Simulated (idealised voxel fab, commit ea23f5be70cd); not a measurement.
process module | voxel self aligned contacts
cross-section cut | 235 nm wide | cells 5 nm
A cross-section is a grid of square cells, given in bands from the top down. A band is one or more rows of cells.
Each band's line starts with the height of the band's top and of its bottom, in nm. Then come its materials from left to right, each with its width in nm. One material with "throughout" fills the band from edge to edge. "air" is empty space.
Height 0 is the level under which the wafer as received is all one material. The lowest band goes on downwards, as in "0 down".
A width such as "30 to 40" changes by the same amount from each row of cells to the next, from the band's top row to its bottom row.
"no change" after a step means that no cell of the cross-section changed.
closed voids: empty space of 8 cells or more with no open way to the top, each as width x height at its distance from the left edge, in nm
after a step's settings: what the simulator itself notes on the step
overlay nm, on a step with a mask: how far to the right of its planned place the mask lay; to the left if negative
plan
1 op RECEIVE | material Si
2 op OXIDIZE | depth nm 5
3 op DIRECTIONAL_DEP | material polySi | thk nm 25
4 op DIRECTIONAL_DEP | material SiN | thk nm 15
5 op PATTERN | tone cover | mask id GATE | material resist | width nm 25 | pitch nm 60 | thk nm 15 | overlay nm 0
6 op DIRECTIONAL_ETCH | etch materials SiN | depth nm 15
7 op DIRECTIONAL_ETCH | etch materials polySi | depth nm 25
8 op STRIP | etch materials resist
9 op CONFORMAL_DEP | material SiN | thk nm 5
10 op DIRECTIONAL_ETCH | etch materials SiN | depth nm 5
11 op FILL_DEP | material SiO2 | thk nm 15
12 op CMP | height nm 50
13 op MASKED_ETCH | tone open | mask id CONTACT | width nm 45 | etch materials SiO2 | depth nm 55 | overlay nm 0
14 op CONFORMAL_DEP | material TiN | thk nm 5
15 op FILL_DEP | material Ru | thk nm 10
16 op CMP | height nm 50
17 op CONFORMAL_DEP | material SiN | thk nm 5
as received, after step 1
  0 down: Si throughout
  closed voids: none
first wafer at the end, as planned
  55 to 50: SiN throughout
  50 to 40: SiO2 95 | TiN 5 to 15 | Ru 35 to 15 | TiN 5 to 15 | SiO2 95
  40 to 25: SiO2 70 | SiN 35 | TiN 5 | Ru 15 | TiN 5 | SiN 35 | SiO2 70
  25 to 0: SiO2 70 | SiN 5 | polySi 25 | SiN 5 | TiN 5 | Ru 15 | TiN 5 | SiN 5 | polySi 25 | SiN 5 | SiO2 70
  0 to -5: SiO2 105 | TiN 25 | SiO2 105
  -5 down: Si throughout
  closed voids: none
second wafer at the end: like start, like plan, one mistake
  55 to 50: SiN throughout
  50 to 40: SiO2 95 | TiN 5 | Ru 35 to 15 | TiN 5 to 25 | SiO2 95
  40 to 25: SiO2 60 | SiN 35 | TiN 5 | Ru 15 | TiN 5 | SiN 35 | SiO2 80
  25 to 0: SiO2 60 | SiN 5 | polySi 25 | SiN 5 | TiN 5 | Ru 15 | TiN 5 | SiN 5 | polySi 25 | SiN 5 | SiO2 80
  0 to -5: SiO2 95 | TiN 25 | SiO2 115
  -5 down: Si throughout
  closed voids: none
what went wrong: step 5 ran as: op PATTERN | tone cover | mask id GATE | material resist | width nm 25 | pitch nm 60 | thk nm 15 | overlay nm -10
at the end the second wafer has, in cells: as many of each material as the first, in other places
